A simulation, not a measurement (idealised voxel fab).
The following is a process module called voxel capacitor over wiring.
Section shown: cut. Width: 165 nm. Cell size: 5 nm, square.
Notation: cross-section as square-cell grid; stated in bands, top first, going down; one or more cell rows per band.
The entry gives the band's vertical extent as a top height and a bottom height in nm, then its horizontal make-up as materials from left to right, each with a width in nm. "blank" stands for empty space; a single material marked "all across" fills the band edge to edge.
Heights from 0 (as-received wafer is one material below). Bottom band endless downward, as "0..down".
So if you see something like "30..40" for the width, read it as the top row of the band sitting at the first number and the bottom row at the second, with every row in between moving by the same amount as the last.
It should be understood that the words "no modifications", when stated for a given step, signify that the cross-section underwent no change in any of its cells during that step.
This entry, "Completely enclosed voids", enumerates those empty regions of no fewer than 8 cells that possess no open connection to the top. Each region is reported in the form width x height at distance, the distance being taken from the left edge, with all three quantities expressed in nm.
On each step's line, the part that comes after the settings is the simulator's own comment on the step.
The "overlay nm" setting may appear on a step's line; for a step that uses a mask, it gives how far to the right of its planned position the mask lay, and a negative value indicates the left.

Process steps foreseen in the plan
1: RECEIVE | material Si
2: CONFORMAL_DEP | material SiO2 | thk nm 10
3: DIRECTIONAL_DEP | material TiN | thk nm 5
4: DIRECTIONAL_DEP | material W | thk nm 25
5: PATTERN | tone cover | mask id METAL_1 | material resist | width nm 30 | pitch nm 90 | thk nm 20 | overlay nm 0
6: DIRECTIONAL_ETCH | etch materials W | depth nm 25
7: DIRECTIONAL_ETCH | etch materials TiN | depth nm 5
8: STRIP | etch materials resist
9: FILL_DEP | material lowk | thk nm 10
10: CMP | height nm 40
11: CONFORMAL_DEP | material SiCN | thk nm 5
12: DIRECTIONAL_DEP | material lowk | thk nm 10
13: MASKED_ETCH | tone open | mask id PLUG_1 | width nm 15 | etch materials lowk | depth nm 10 | overlay nm 0
14: MASKED_ETCH | tone open | mask id PLUG_1 | width nm 15 | etch materials SiCN | depth nm 5 | overlay nm 0
15: CONFORMAL_DEP | material TiN | thk nm 5
16: FILL_DEP | material Ru | thk nm 5
17: CMP | height nm 55
18: DIRECTIONAL_DEP | material TiN | thk nm 10
19: DIRECTIONAL_DEP | material SiN | thk nm 5
20: DIRECTIONAL_DEP | material TiN | thk nm 10
21: DIRECTIONAL_DEP | material aC | thk nm 15
22: PATTERN | tone cover | mask id UPPER_PLATE | material resist | width nm 65 | thk nm 35 | overlay nm 0
23: DIRECTIONAL_ETCH | etch materials aC | depth nm 15
24: STRIP | etch materials resist
25: DIRECTIONAL_ETCH | etch materials TiN | depth nm 10
26: DIRECTIONAL_ETCH | etch materials SiN | depth nm 5
27: STRIP | etch materials aC
28: MASKED_ETCH | tone cover | mask id LOWER_PLATE | width nm 75 | etch materials TiN | depth nm 10 | overlay nm 0
29: FILL_DEP | material SiO2 | thk nm 20
30: CMP | height nm 95
31: PATTERN | tone open | mask id PLUG_2 | material resist | width nm 15 | thk nm 20 | overlay nm 0
32: DIRECTIONAL_ETCH | etch materials SiO2 | depth nm 15
33: STRIP | etch materials resist
34: CONFORMAL_DEP | material TiN | thk nm 5
35: FILL_DEP | material Ru | thk nm 10
36: CMP | height nm 95
37: CONFORMAL_DEP | material SiN | thk nm 5

Received-state cross-section, reflecting completion of step 1
  0..down = Si all across
  Completely enclosed voids: none

End-of-module XS, first of two wafers, run as planned
  100..95 = SiN all across
  95..85 = SiO2 45 nm; TiN 5 nm; Ru 5 nm; TiN 5 nm; SiO2 105 nm
  85..80 = SiO2 45 nm; TiN 15 nm; SiO2 105 nm
  80..70 = SiO2 35 nm; TiN 65 nm; SiO2 65 nm
  70..65 = SiO2 35 nm; SiN 65 nm; SiO2 65 nm
  65..55 = SiO2 30 nm; TiN 75 nm; SiO2 60 nm
  55..45 = lowk 35 nm; TiN 5 nm; Ru 5 nm; TiN 5 nm; lowk 115 nm
  45..40 = SiCN 35 nm; TiN 15 nm; SiCN 115 nm
  40..15 = lowk 20 nm; W 30 nm; lowk 60 nm; W 30 nm; lowk 25 nm
  15..10 = lowk 20 nm; TiN 30 nm; lowk 60 nm; TiN 30 nm; lowk 25 nm
  10..0 = SiO2 all across
  0..down = Si all across
  Completely enclosed voids: none

Presented here is a cross-section of the second of the two wafers as it stood at the end of the module. It was started in the same manner and assigned the same plan as the first wafer; however, one mistake was made in its execution
  100..95 = SiN all across
  95..85 = SiO2 45 nm; TiN 5 nm; Ru 5 nm; TiN 5 nm; SiO2 105 nm
  85..80 = SiO2 45 nm; TiN 15 nm; SiO2 105 nm
  80..70 = SiO2 35 nm; TiN 65 nm; SiO2 65 nm
  70..65 = SiO2 35 nm; SiN 65 nm; SiO2 65 nm
  65..55 = SiO2 30 nm; TiN 75 nm; SiO2 60 nm
  55..50 = Ru all across
  50..45 = TiN 40 nm; Ru 5 nm; TiN 120 nm
  45..35 = lowk 35 nm; TiN 5 nm; Ru 5 nm; TiN 5 nm; lowk 115 nm
  35..30 = SiCN 35 nm; TiN 15 nm; SiCN 115 nm
  30..15 = lowk 20 nm; W 30 nm; lowk 60 nm; W 30 nm; lowk 25 nm
  15..10 = lowk 20 nm; TiN 30 nm; lowk 60 nm; TiN 30 nm; lowk 25 nm
  10..0 = SiO2 all across
  0..down = Si all across
  Completely enclosed voids: none
Nonconformance to the process plan: step 10 was run on a setting that differed from the plan, and what really ran there is CMP | height nm 30
Looking at both finished wafers in cells, the second ends up ahead of or behind the first on some materials: Ru: 34 more | TiN: 32 more | W: 24 fewer | lowk: 42 fewer
